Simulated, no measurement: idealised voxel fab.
voxel released beams: a process module
Pictured: cross-section cut, 240 nm wide, on a grid of 5 nm square cells.
We lay out every cross-section as a grid of square cells and spell it out in bands from the top down, where one band means one or more rows of cells. The band entry comprises the height of the band's top followed by the height of its bottom, expressed in nm, and subsequently the band's materials from left to right, each stated together with its width in nm. Where a single material is marked with the word "edge to edge", that material fills the band from edge to edge. The word "blank" represents empty space. The reference from which all heights are counted is 0, the level beneath which the as-received wafer is entirely one material; the lowest band, having no lower bound, proceeds downward and is written after the example "z 0 and below". The expression "30 to 40" gives the width at the extremes of the band, the first number at its top row of cells and the second at its bottom row, with the width changing by equal amounts from each row to the next in between. Step note "remained unchanged" = no cross-section cell changed. "Voids, sealed" contains a list of empty spaces, each no smaller than 8 cells and without an open way to the top, written in the form width x height at distance with the distance from the left edge and all three in nm. after a step's settings: what the simulator itself notes on the step. overlay nm: right-of-plan distance of the mask on a masked step; negative values mean left-of-plan.

# Intended process steps
- 1: RECEIVE: material Si
- 2: CONFORMAL_DEP: material Al2O3, thk nm 5
- 3: DIRECTIONAL_DEP: material SiO2, thk nm 20
- 4: MASKED_ETCH: tone open, mask id ANCHOR, width nm 25, etch materials SiO2, depth nm 20, overlay nm 0
- 5: CONFORMAL_DEP: material polySi, thk nm 10
- 6: MASKED_ETCH: tone cover, mask id BEAM, width nm 110, etch materials polySi, depth nm 10, overlay nm 0
- 7: STRIP: etch materials SiO2

# On the first of the two wafers: run conducted according to plan

# Received-state cross-section, reflecting completion of step 1
  z 0 and below: Si edge to edge
  Voids, sealed: none

# State of the wafer after step 2, shown in cross-section
  z 5 to 0: Al2O3 edge to edge
  Under the height 0 nothing was changed.

# State of the wafer after step 3, shown in cross-section
  z 25 to 5: SiO2 edge to edge
  Under the height 5 nothing was changed.

# State of the wafer after step 4, shown in cross-section
  z 25 to 5: SiO2 (65)  blank (25)  SiO2 (150)
  Under the height 5 nothing was changed.

# State of the wafer after step 5, shown in cross-section
  z 35 to 25: polySi (75)  blank (5)  polySi (160)
  z 25 to 15: SiO2 (65)  polySi (10)  blank (5)  polySi (10)  SiO2 (150)
  z 15 to 5: SiO2 (65)  polySi (25)  SiO2 (150)
  Under the height 5 nothing was changed.

# State of the wafer after step 6, shown in cross-section
  z 35 to 25: blank (60)  polySi (15)  blank (5)  polySi (90)  blank (70)
  Under the height 25 nothing was changed.

# State of the wafer after step 7, shown in cross-section
  z 35 to 25: blank (60)  polySi (15)  blank (5)  polySi (90)  blank (70)
  z 25 to 15: blank (65)  polySi (10)  blank (5)  polySi (10)  blank (150)
  z 15 to 5: blank (65)  polySi (25)  blank (150)
  Under the height 5 nothing was changed.

# The second wafer: identical to the first at the outset and in its planned sequence, differing only in that one mistake was made during processing; up to and including step 6, its path is the first wafer's path

# Cross-sectional view of the second wafer at the intended end time of process step 7
  z 35 to 25: blank (60)  polySi (15)  blank (5)  polySi (90)  blank (70)
  z 25 to 15: blank (65)  polySi (10)  blank (5)  polySi (10)  blank (150)
  z 15 to 5: blank (65)  polySi (25)  blank (150)
  Under the height 5 nothing was changed.
Short version of what went wrong: yeah, plan step 7 got run twice
at the end the two cross-sections are the same: no effect in what this model computes
